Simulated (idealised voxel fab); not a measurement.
Process module under the name voxel ribs on slabs
Square cell edge 5 nm, section width 255 nm, ID cut.
Reading order for cross-sections: top band down to bottom band. Underlying form: a grid of square cells. Band size: one or more rows of cells.
Within each band entry, the heights of the top and of the bottom of the band appear first, in that order and in nm; the materials of the band then follow from left to right, each with its corresponding width in nm. The designation "everywhere" on a single material indicates that it fills the band from edge to edge; the designation "empty" indicates empty space.
Heights are expressed relative to 0, this being the level below which the as-received wafer comprises one material exclusively. The lowest band is unbounded in the downward direction and is denoted as in "0 down".
When a width is written as two numbers, as in "30 to 40", the first number is the width in the top row of cells of the band and the second is the width in its bottom row, and the width changes by the same amount from each row to the next.
"no change occurred" means the step left every cell of the cross-section as it was.
The label "Non-vented voids" introduces a list of the empty spaces, 8 cells or larger, that have no open way up to the top; each entry in it reads width x height at distance, where the distance is taken from the left edge and all three are stated in nm.
Where a step's line continues beyond its settings, the continuation is a remark by the simulator itself on that step.
A step line may carry the setting "overlay nm", which, for steps involving a mask, states the distance by which the mask lay to the right of its intended position; negative values denote displacement to the left.
# Planned process steps
1 RECEIVE, material Si
2 DIRECTIONAL_DEP, material SiO2, thk nm 25
3 DIRECTIONAL_DEP, material polySi, thk nm 25
4 MASKED_ETCH, tone cover, mask id RIB, width nm 20, etch materials polySi, depth nm 5, overlay nm 0
5 DIRECTIONAL_DEP, material aC, thk nm 15
6 PATTERN, tone cover, mask id SLAB, material resist, width nm 70, thk nm 30, overlay nm 0
7 DIRECTIONAL_ETCH, etch materials aC, depth nm 15
8 STRIP, etch materials resist
9 DIRECTIONAL_ETCH, etch materials polySi, depth nm 20
10 STRIP, etch materials aC
11 FILL_DEP, material SiO2, thk nm 15
12 CMP, height nm 60
13 DIRECTIONAL_DEP, material TiN, thk nm 5
14 MASKED_ETCH, tone cover, mask id HEATER, width nm 30, etch materials TiN, depth nm 5, overlay nm 0
15 CONFORMAL_DEP, material SiO2, thk nm 10
# First of two wafers, with the run carried out as planned
# As-received wafer cross-section (after step 1)
> 0 down: Si everywhere
> Non-vented voids: none
# Cross-section of the wafer subsequent to step 2
> 25 to 0: SiO2 everywhere
> Below 0, the layers are the same as they were.
# Cross-section of the wafer subsequent to step 3
> 50 to 25: polySi everywhere
> Below 25, the layers are the same as they were.
# Cross-section of the wafer subsequent to step 4
> 50 to 45: empty=115, then polySi=20, then empty=120
> Below 45, the layers are the same as they were.
# Cross-section of the wafer subsequent to step 5
> 65 to 60: empty=115, then aC=20, then empty=120
> 60 to 50: aC everywhere
> 50 to 45: aC=115, then polySi=20, then aC=120
> Below 45, the layers are the same as they were.
# Cross-section of the wafer subsequent to step 6
> 95 to 65: empty=90, then resist=70, then empty=95
> 65 to 60: empty=90, then resist=25, then aC=20, then resist=25, then empty=95
> Below 60, the layers are the same as they were.
# Cross-section of the wafer subsequent to step 7
> 80 to 65: empty=90, then resist=70, then empty=95
> 65 to 60: empty=90, then resist=25, then aC=20, then resist=25, then empty=95
> 60 to 50: empty=90, then aC=70, then empty=95
> 50 to 45: empty=90, then aC=25, then polySi=20, then aC=25, then empty=95
> Below 45, the layers are the same as they were.
# Cross-section of the wafer subsequent to step 8
> 65 to 60: empty=115, then aC=20, then empty=120
> Below 60, the layers are the same as they were.
# Cross-section of the wafer subsequent to step 9
> 65 to 60: empty=115, then aC=20, then empty=120
> 60 to 50: empty=90, then aC=70, then empty=95
> 50 to 45: empty=90, then aC=25, then polySi=20, then aC=25, then empty=95
> 45 to 25: empty=90, then polySi=70, then empty=95
> Below 25, the layers are the same as they were.
# Cross-section of the wafer subsequent to step 10
> 50 to 45: empty=115, then polySi=20, then empty=120
> Below 45, the layers are the same as they were.
# Cross-section of the wafer subsequent to step 11
> 65 to 50: SiO2 everywhere
> 50 to 45: SiO2=115, then polySi=20, then SiO2=120
> 45 to 25: SiO2=90, then polySi=70, then SiO2=95
> Below 25, the layers are the same as they were.
# Cross-section of the wafer subsequent to step 12
> 60 to 50: SiO2 everywhere
> Below 50, the layers are the same as they were.
# Cross-section of the wafer subsequent to step 13
> 65 to 60: TiN everywhere
> Below 60, the layers are the same as they were.
# Cross-section of the wafer subsequent to step 14
> 65 to 60: empty=110, then TiN=30, then empty=115
> Below 60, the layers are the same as they were.
# Cross-section of the wafer subsequent to step 15
> 75 to 70: empty=100, then SiO2=50, then empty=105
> 70 to 65: SiO2 everywhere
> 65 to 60: SiO2=110, then TiN=30, then SiO2=115
> Below 60, the layers are the same as they were.
# Notes, second wafer: start = first wafer's, plan = first wafer's, execution had one mistake; history identical to first through step 2
# Cross-section of the second wafer corresponding to the planned conclusion of step 3
> 75 to 25: polySi everywhere
> Below 25, the layers are the same as they were.
# Cross-section of the second wafer corresponding to the planned conclusion of step 4
> 75 to 70: empty=115, then polySi=20, then empty=120
> Below 70, the layers are the same as they were.
# Cross-section of the second wafer corresponding to the planned conclusion of step 5
> 90 to 85: empty=115, then aC=20, then empty=120
> 85 to 75: aC everywhere
> 75 to 70: aC=115, then polySi=20, then aC=120
> Below 70, the layers are the same as they were.
# Cross-section of the second wafer corresponding to the planned conclusion of step 6
> 120 to 90: empty=90, then resist=70, then empty=95
> 90 to 85: empty=90, then resist=25, then aC=20, then resist=25, then empty=95
> Below 85, the layers are the same as they were.
# Cross-section of the second wafer corresponding to the planned conclusion of step 7
> 105 to 90: empty=90, then resist=70, then empty=95
> 90 to 85: empty=90, then resist=25, then aC=20, then resist=25, then empty=95
> 85 to 75: empty=90, then aC=70, then empty=95
> 75 to 70: empty=90, then aC=25, then polySi=20, then aC=25, then empty=95
> Below 70, the layers are the same as they were.
# Cross-section of the second wafer corresponding to the planned conclusion of step 8
> 90 to 85: empty=115, then aC=20, then empty=120
> Below 85, the layers are the same as they were.
# Cross-section of the second wafer corresponding to the planned conclusion of step 9
> 90 to 85: empty=115, then aC=20, then empty=120
> 85 to 75: empty=90, then aC=70, then empty=95
> 75 to 70: empty=90, then aC=25, then polySi=20, then aC=25, then empty=95
> 70 to 50: empty=90, then polySi=70, then empty=95
> Below 50, the layers are the same as they were.
# Cross-section of the second wafer corresponding to the planned conclusion of step 10
> 75 to 70: empty=115, then polySi=20, then empty=120
> Below 70, the layers are the same as they were.
# Cross-section of the second wafer corresponding to the planned conclusion of step 11
> 90 to 75: SiO2 everywhere
> 75 to 70: SiO2=115, then polySi=20, then SiO2=120
> 70 to 50: SiO2=90, then polySi=70, then SiO2=95
> Below 50, the layers are the same as they were.
# Cross-section of the second wafer corresponding to the planned conclusion of step 12
> 60 to 50: SiO2=90, then polySi=70, then SiO2=95
> Below 50, the layers are the same as they were.
# Cross-section of the second wafer corresponding to the planned conclusion of step 13
> 65 to 60: TiN everywhere
> Below 60, the layers are the same as they were.
# Cross-section of the second wafer corresponding to the planned conclusion of step 14
> 65 to 60: empty=110, then TiN=30, then empty=115
> Below 60, the layers are the same as they were.
# Cross-section of the second wafer corresponding to the planned conclusion of step 15
> 75 to 70: empty=100, then SiO2=50, then empty=105
> 70 to 65: SiO2 everywhere
> 65 to 60: SiO2=110, then TiN=30, then SiO2=115
> Below 60, the layers are the same as they were.
Finding, execution versus plan: step 3 from the plan got run twice
The closing comparison, in cells, has the second wafer with more or fewer of some materials than the first: 223 fewer of SiO2; 223 more of polySi
